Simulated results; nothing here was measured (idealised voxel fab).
The following is a process module called voxel wiring stack.
Each square cell in cross-section cut measures 5 nm, and the section as a whole is 175 nm wide.
Notation: cross-section as square-cell grid; stated in bands, top first, going down; one or more cell rows per band.
Heights first: top, then bottom, in nm. Then materials, left to right, each with a width in nm. "throughout" on a single material: fills the band edge to edge. "blank": empty space.
Convention: height 0 is the level below which the wafer, as received, is all one material. The lowest band does not terminate at the bottom but continues downward, represented as "0 and below".
You'd read "30->40" like this: the band's top row of cells is as wide as the first number, its bottom row is as wide as the second, and going down, every row changes width by the same amount as the row before did.
Given "no alteration" for a step, no cell of the cross-section differs between before and after that step.
The list in "Fully enclosed voids" covers empty spaces of 8 cells or more that cannot reach the top through any open way, and it gives each as width x height at distance; the distance is from the left edge, and width, height and distance are in nm.
On each step's line, the part that comes after the settings is the simulator's own comment on the step.
If you see "overlay nm" on a step's line and that step has a mask, it's telling you how far right of where it was planned the mask ended up; a negative number means it went left instead.
# Planned process steps
- 1: RECEIVE | material Si
- 2: CONFORMAL_DEP | material SiO2 | thk nm 15
- 3: DIRECTIONAL_DEP | material TiN | thk nm 5
- 4: DIRECTIONAL_DEP | material Ru | thk nm 20
- 5: PATTERN | tone cover | mask id METAL_1 | material resist | width nm 25 | pitch nm 50 | thk nm 20 | overlay nm 0
- 6: DIRECTIONAL_ETCH | etch materials Ru | depth nm 20
- 7: DIRECTIONAL_ETCH | etch materials TiN | depth nm 5
- 8: STRIP | etch materials resist
- 9: CONFORMAL_DEP | material SiN | thk nm 5
- 10: FILL_DEP | material lowk | thk nm 10
- 11: CMP | height nm 40
- 12: CONFORMAL_DEP | material SiCN | thk nm 5
- 13: DIRECTIONAL_DEP | material lowk | thk nm 30
- 14: PATTERN | tone open | mask id METAL_2 | material resist | width nm 25 | pitch nm 50 | thk nm 15 | overlay nm 0
- 15: DIRECTIONAL_ETCH | etch materials lowk | depth nm 15
- 16: STRIP | etch materials resist
- 17: DIRECTIONAL_DEP | material aC | thk nm 15
- 18: PATTERN | tone open | mask id METAL_2_HOLES | material resist | width nm 15 | pitch nm 50 | thk nm 35 | overlay nm 0
- 19: DIRECTIONAL_ETCH | etch materials aC | depth nm 15
- 20: STRIP | etch materials resist
- 21: DIRECTIONAL_ETCH | etch materials lowk | depth nm 15
- 22: DIRECTIONAL_ETCH | etch materials SiCN | depth nm 5
- 23: STRIP | etch materials aC
- 24: CONFORMAL_DEP | material TiN | thk nm 5
- 25: FILL_DEP | material Cu | thk nm 5
- 26: CMP | height nm 75
- 27: CONFORMAL_DEP | material SiCN | thk nm 5
# Here's what the wafer looked like in cross-section when it arrived - that's after step 1
- 0 and below: Si throughout
- Fully enclosed voids: none
# Cross-section, first of two wafers, end of module, run as planned
- 80 down to 75: SiCN throughout
- 75 down to 65: lowk 25 nm | TiN 5 nm | Cu 15 nm | TiN 5 nm | lowk 25 nm | TiN 5 nm | Cu 15 nm | TiN 5 nm | lowk 25 nm | TiN 5 nm | Cu 15 nm | TiN 5 nm | lowk 25 nm
- 65 down to 60: lowk 25 nm | TiN 5 nm | Cu 5 nm | TiN 15 nm | lowk 25 nm | TiN 5 nm | Cu 5 nm | TiN 15 nm | lowk 25 nm | TiN 5 nm | Cu 5 nm | TiN 15 nm | lowk 25 nm
- 60 down to 45: lowk 25 nm | TiN 5 nm | Cu 5 nm | TiN 5 nm | lowk 35 nm | TiN 5 nm | Cu 5 nm | TiN 5 nm | lowk 35 nm | TiN 5 nm | Cu 5 nm | TiN 5 nm | lowk 35 nm
- 45 down to 40: SiCN 25 nm | TiN 15 nm | SiCN 35 nm | TiN 15 nm | SiCN 35 nm | TiN 15 nm | SiCN 35 nm
- 40 down to 20: lowk 20 nm | SiN 5 nm | Ru 25 nm | SiN 5 nm | lowk 15 nm | SiN 5 nm | Ru 25 nm | SiN 5 nm | lowk 15 nm | SiN 5 nm | Ru 25 nm | SiN 5 nm | lowk 20 nm
- 20 down to 15: SiN 25 nm | TiN 25 nm | SiN 25 nm | TiN 25 nm | SiN 25 nm | TiN 25 nm | SiN 25 nm
- 15 down to 0: SiO2 throughout
- 0 and below: Si throughout
- Fully enclosed voids: none
# Module end: cross-section of wafer two of two. Same start and process plan as the first wafer. One mistake during execution
- 80 down to 75: SiCN throughout
- 75 down to 65: lowk 20 nm | TiN 5 nm | Cu 20 nm | TiN 5 nm | lowk 20 nm | TiN 5 nm | Cu 20 nm | TiN 5 nm | lowk 20 nm | TiN 5 nm | Cu 20 nm | TiN 5 nm | lowk 25 nm
- 65 down to 60: lowk 20 nm | TiN 30 nm | lowk 20 nm | TiN 30 nm | lowk 20 nm | TiN 30 nm | lowk 25 nm
- 60 down to 45: lowk 25 nm | TiN 10 nm | lowk 40 nm | TiN 10 nm | lowk 40 nm | TiN 10 nm | lowk 40 nm
- 45 down to 40: SiCN 25 nm | TiN 10 nm | SiCN 40 nm | TiN 10 nm | SiCN 40 nm | TiN 10 nm | SiCN 40 nm
- 40 down to 20: lowk 20 nm | SiN 5 nm | Ru 25 nm | SiN 5 nm | lowk 15 nm | SiN 5 nm | Ru 25 nm | SiN 5 nm | lowk 15 nm | SiN 5 nm | Ru 25 nm | SiN 5 nm | lowk 20 nm
- 20 down to 15: SiN 25 nm | TiN 25 nm | SiN 25 nm | TiN 25 nm | SiN 25 nm | TiN 25 nm | SiN 25 nm
- 15 down to 0: SiO2 throughout
- 0 and below: Si throughout
- Fully enclosed voids: none
Nonconformance to the process plan: step 18, actual vs plan mismatch, actual run PATTERN | tone open | mask id METAL_2_HOLES | material resist | width nm 15 | pitch nm 50 | thk nm 35 | overlay nm -5
Final cells, second wafer relative to first, materials higher or lower: -6 Cu | +3 SiCN | +3 TiN
